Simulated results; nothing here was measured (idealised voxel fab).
Name of the process module below: voxel self aligned vias
Pictured: cross-section cut, 285 nm wide, on a grid of 5 nm square cells.
How to read a cross-section here: the picture is a grid of square cells, written as bands going from the top down, and any band can span one or more rows of cells. Top height, bottom height, nm. Materials left to right, width each, nm. Single material + "all across" = fills band edge to edge. "air" = empty. Ref level 0: as-received wafer is one material below here. Bottom band extends down with no lower bound ("z 0 and below"). Width spec "30..40" -> top row of cells at first value, bottom row at second value, equal per-row change in between. Given "same as before" for a step, no cell of the cross-section differs between before and after that step. Listed in "Closed void list": every empty space of 8 or more cells without an open way to the top. Form: width x height at distance, the distance being from the left edge, all in nm. Note: text after step settings on the step line = simulator remark on that step. overlay nm: mask right of planned place by this much (step with mask). Neg. = left.

**The steps planned for the process are as follows**
1. RECEIVE, material Si
2. CONFORMAL_DEP, material SiO2, thk nm 15
3. CONFORMAL_DEP, material SiCN, thk nm 5
4. DIRECTIONAL_DEP, material SiO2, thk nm 25
5. DIRECTIONAL_DEP, material aC, thk nm 15
6. PATTERN, tone open, mask id LINES, material resist, width nm 25, pitch nm 60, thk nm 35, overlay nm 0
7. DIRECTIONAL_ETCH, etch materials aC, depth nm 15
8. STRIP, etch materials resist
9. DIRECTIONAL_ETCH, etch materials SiO2, depth nm 25
10. STRIP, etch materials aC
11. CONFORMAL_DEP, material TiN, thk nm 5
12. FILL_DEP, material W, thk nm 5
13. CMP, height nm 45
14. SELECTIVE_ETCH, etch materials W Ru TiN, depth nm 10
15. FILL_DEP, material SiN, thk nm 5
16. CMP, height nm 45
17. DIRECTIONAL_DEP, material SiO2, thk nm 15
18. MASKED_ETCH, tone open, mask id VIAS, width nm 35, etch materials SiO2, depth nm 15, overlay nm 0
19. MASKED_ETCH, tone open, mask id VIAS, width nm 35, etch materials SiN, depth nm 10, overlay nm 0
20. CONFORMAL_DEP, material TiN, thk nm 5
21. FILL_DEP, material Ru, thk nm 5
22. CMP, height nm 60
23. CONFORMAL_DEP, material SiN, thk nm 5

**The cross-section here shows the wafer as received, i.e. in its state after step 1**
    z 0 and below: Si all across
    Closed void list: none

**End-of-module cross-section. Starting structure and process plan as above; one mistake made in running it**
    z 65 to 60: SiN all across
    z 60 to 50: 95 SiO2, then 5 TiN, then 25 Ru, then 5 TiN, then 155 SiO2
    z 50 to 45: 95 SiO2, then 10 TiN, then 15 Ru, then 10 TiN, then 155 SiO2
    z 45 to 40: 100 SiO2, then 5 TiN, then 15 Ru, then 5 TiN, then 35 SiO2, then 25 SiN, then 100 SiO2
    z 40 to 35: 100 SiO2, then 25 TiN, then 35 SiO2, then 25 SiN, then 100 SiO2
    z 35 to 30: SiCN all across
    z 30 to 0: SiO2 all across
    z 0 and below: Si all across
    Closed void list: none
Short version of what went wrong: step 2 of the plan was performed twice
